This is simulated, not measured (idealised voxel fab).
Process module, titled voxel gate over fins
Square cell edge 5 nm, section width 140 nm, ID cut.
A cross-section is written here as square cells arranged in a grid, and it is given in bands from the top down, each band taking up one or more rows of cells.
Quick guide to a band line: top height, bottom height (nm) up front; then every material left to right with its width in nm. Only one material and it's marked "throughout"? Then it fills the band edge to edge. And "blank" just means empty space.
Height 0 is the level under which the wafer as received is all one material. The lowest band goes on downwards, as in "0 -> down".
Per-row width for "30..40": begins at first number (top row of band), ends at second number (bottom row), increment between rows held constant.
Step marked "everything unchanged"? Then no cell in the cross-section changed in it.
The label "Enclosed cavity list" introduces a list of the empty spaces, 8 cells or larger, that have no open way up to the top; each entry in it reads width x height at distance, where the distance is taken from the left edge and all three are stated in nm.
Note: text after step settings on the step line = simulator remark on that step.
You can add "overlay nm" to a step's line. For a step with a mask, it describes how far the mask lay to the right of its planned position, and a negative number describes a lay to the left.
[Planned process steps]
1 RECEIVE: material Si
2 CONFORMAL_DEP: material SiN, thk nm 5
3 DIRECTIONAL_DEP: material aC, thk nm 15
4 PATTERN: tone cover, mask id FINS, material resist, width nm 15, pitch nm 45, thk nm 30, overlay nm 0
5 DIRECTIONAL_ETCH: etch materials aC, depth nm 15
6 STRIP: etch materials resist
7 DIRECTIONAL_ETCH: etch materials SiN, depth nm 5
8 DIRECTIONAL_ETCH: etch materials Si, depth nm 40
9 STRIP: etch materials aC
10 FILL_DEP: material SiO2, thk nm 15
11 CMP: height nm 5
12 SELECTIVE_ETCH: etch materials SiO2, depth nm 20
13 STRIP: etch materials SiN
14 CONFORMAL_DEP: material HfO2, thk nm 5
15 CONFORMAL_DEP: material TiN, thk nm 5
16 FILL_DEP: material W, thk nm 10
17 CMP: height nm 15
18 CONFORMAL_DEP: material SiCN, thk nm 5
[Received-state cross-section, reflecting completion of step 1]
  0 -> down: Si throughout
  Enclosed cavity list: none
[Final cross-section, module run with one mistake (start and plan as above)]
  20 -> 15: SiCN throughout
  15 -> 10: W throughout
  10 -> 5: W (30), TiN (40), W (5), TiN (40), W (25)
  5 -> 0: W (30), TiN (5), HfO2 (30), TiN (5), W (5), TiN (5), HfO2 (30), TiN (5), W (25)
  0 -> -5: W (30), TiN (5), HfO2 (5), Si (20), HfO2 (5), TiN (5), W (5), TiN (5), HfO2 (5), Si (20), HfO2 (5), TiN (5), W (25)
  -5 -> -10: TiN (35), HfO2 (5), Si (20), HfO2 (5), TiN (15), HfO2 (5), Si (20), HfO2 (5), TiN (30)
  -10 -> -15: HfO2 (40), Si (20), HfO2 (25), Si (20), HfO2 (35)
  -15 -> -40: SiO2 (40), Si (20), SiO2 (25), Si (20), SiO2 (35)
  -40 -> down: Si throughout
  Enclosed cavity list: none
what went wrong: step 4 did not use the planned setting and instead ran as PATTERN: tone cover, mask id FINS, material resist, width nm 20, pitch nm 45, thk nm 30, overlay nm 0
